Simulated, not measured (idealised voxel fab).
process module | voxel double patterning
cross-section cut | 300 nm wide | cells 5 nm
A cross-section is a grid of square cells, given in bands from the top down. A band is one or more rows of cells.
Each band's line starts with the height of the band's top and of its bottom, in nm. Then come its materials from left to right, each with its width in nm. One material with "throughout" fills the band from edge to edge. "air" is empty space.
Height 0 is the level under which the wafer as received is all one material. The lowest band goes on downwards, as in "0 down".
A width such as "30 to 40" changes by the same amount from each row of cells to the next, from the band's top row to its bottom row.
"no change" after a step means that no cell of the cross-section changed.
closed voids: empty space of 8 cells or more with no open way to the top, each as width x height at its distance from the left edge, in nm
after a step's settings: what the simulator itself notes on the step
overlay nm, on a step with a mask: how far to the right of its planned place the mask lay; to the left if negative
plan
1 op RECEIVE | material Si
2 op CONFORMAL_DEP | material SiO2 | thk nm 10
3 op DIRECTIONAL_DEP | material TiN | thk nm 15
4 op DIRECTIONAL_DEP | material SiCN | thk nm 5
5 op DIRECTIONAL_DEP | material aC | thk nm 10
6 op PATTERN | tone open | mask id FIRST | material resist | width nm 15 | pitch nm 50 | thk nm 30 | overlay nm 0
7 op DIRECTIONAL_ETCH | etch materials aC | depth nm 10
8 op STRIP | etch materials resist
9 op DIRECTIONAL_ETCH | etch materials SiCN | depth nm 5
10 op STRIP | etch materials aC
11 op MASKED_ETCH | tone open | mask id SECOND | width nm 15 | pitch nm 50 | etch materials SiCN | depth nm 5 | overlay nm 0
12 op DIRECTIONAL_ETCH | etch materials TiN | depth nm 15
13 op STRIP | etch materials SiCN
first wafer, as planned
as received, after step 1
  0 down: Si throughout
  closed voids: none
after step 2
  10 to 0: SiO2 throughout
  below 0: unchanged
after step 3
  25 to 10: TiN throughout
  below 10: unchanged
after step 4
  30 to 25: SiCN throughout
  below 25: unchanged
after step 5
  40 to 30: aC throughout
  below 30: unchanged
after step 6
  70 to 40: resist 90 | air 15 | resist 35 | air 15 | resist 35 | air 15 | resist 95
  below 40: unchanged
after step 7
  60 to 40: resist 90 | air 15 | resist 35 | air 15 | resist 35 | air 15 | resist 95
  40 to 30: aC 90 | air 15 | aC 35 | air 15 | aC 35 | air 15 | aC 95
  below 30: unchanged
after step 8
  40 to 30: aC 90 | air 15 | aC 35 | air 15 | aC 35 | air 15 | aC 95
  below 30: unchanged
after step 9
  40 to 30: aC 90 | air 15 | aC 35 | air 15 | aC 35 | air 15 | aC 95
  30 to 25: SiCN 90 | air 15 | SiCN 35 | air 15 | SiCN 35 | air 15 | SiCN 95
  below 25: unchanged
after step 10
  30 to 25: SiCN 90 | air 15 | SiCN 35 | air 15 | SiCN 35 | air 15 | SiCN 95
  below 25: unchanged
after step 11
  30 to 25: SiCN 90 | air 15 | SiCN 10 | air 15 | SiCN 10 | air 15 | SiCN 10 | air 15 | SiCN 10 | air 15 | SiCN 95
  below 25: unchanged
after step 12
  30 to 25: SiCN 90 | air 15 | SiCN 10 | air 15 | SiCN 10 | air 15 | SiCN 10 | air 15 | SiCN 10 | air 15 | SiCN 95
  25 to 10: TiN 90 | air 15 | TiN 10 | air 15 | TiN 10 | air 15 | TiN 10 | air 15 | TiN 10 | air 15 | TiN 95
  below 10: unchanged
after step 13
  25 to 10: TiN 90 | air 15 | TiN 10 | air 15 | TiN 10 | air 15 | TiN 10 | air 15 | TiN 10 | air 15 | TiN 95
  below 10: unchanged
second wafer: like start, like plan, one mistake. Through step 2 it matches the first wafer
when step 3 should have ended
  40 to 10: TiN throughout
  below 10: unchanged
when step 4 should have ended
  45 to 40: SiCN throughout
  below 40: unchanged
when step 5 should have ended
  55 to 45: aC throughout
  below 45: unchanged
when step 6 should have ended
  85 to 55: resist 90 | air 15 | resist 35 | air 15 | resist 35 | air 15 | resist 95
  below 55: unchanged
when step 7 should have ended
  75 to 55: resist 90 | air 15 | resist 35 | air 15 | resist 35 | air 15 | resist 95
  55 to 45: aC 90 | air 15 | aC 35 | air 15 | aC 35 | air 15 | aC 95
  below 45: unchanged
when step 8 should have ended
  55 to 45: aC 90 | air 15 | aC 35 | air 15 | aC 35 | air 15 | aC 95
  below 45: unchanged
when step 9 should have ended
  55 to 45: aC 90 | air 15 | aC 35 | air 15 | aC 35 | air 15 | aC 95
  45 to 40: SiCN 90 | air 15 | SiCN 35 | air 15 | SiCN 35 | air 15 | SiCN 95
  below 40: unchanged
when step 10 should have ended
  45 to 40: SiCN 90 | air 15 | SiCN 35 | air 15 | SiCN 35 | air 15 | SiCN 95
  below 40: unchanged
when step 11 should have ended
  45 to 40: SiCN 90 | air 15 | SiCN 10 | air 15 | SiCN 10 | air 15 | SiCN 10 | air 15 | SiCN 10 | air 15 | SiCN 95
  below 40: unchanged
when step 12 should have ended
  45 to 40: SiCN 90 | air 15 | SiCN 10 | air 15 | SiCN 10 | air 15 | SiCN 10 | air 15 | SiCN 10 | air 15 | SiCN 95
  40 to 25: TiN 90 | air 15 | TiN 10 | air 15 | TiN 10 | air 15 | TiN 10 | air 15 | TiN 10 | air 15 | TiN 95
  below 25: unchanged
when step 13 should have ended
  40 to 25: TiN 90 | air 15 | TiN 10 | air 15 | TiN 10 | air 15 | TiN 10 | air 15 | TiN 10 | air 15 | TiN 95
  below 25: unchanged
what went wrong: step 3 was run twice
at the end the second wafer has, in cells: 180 more of TiN
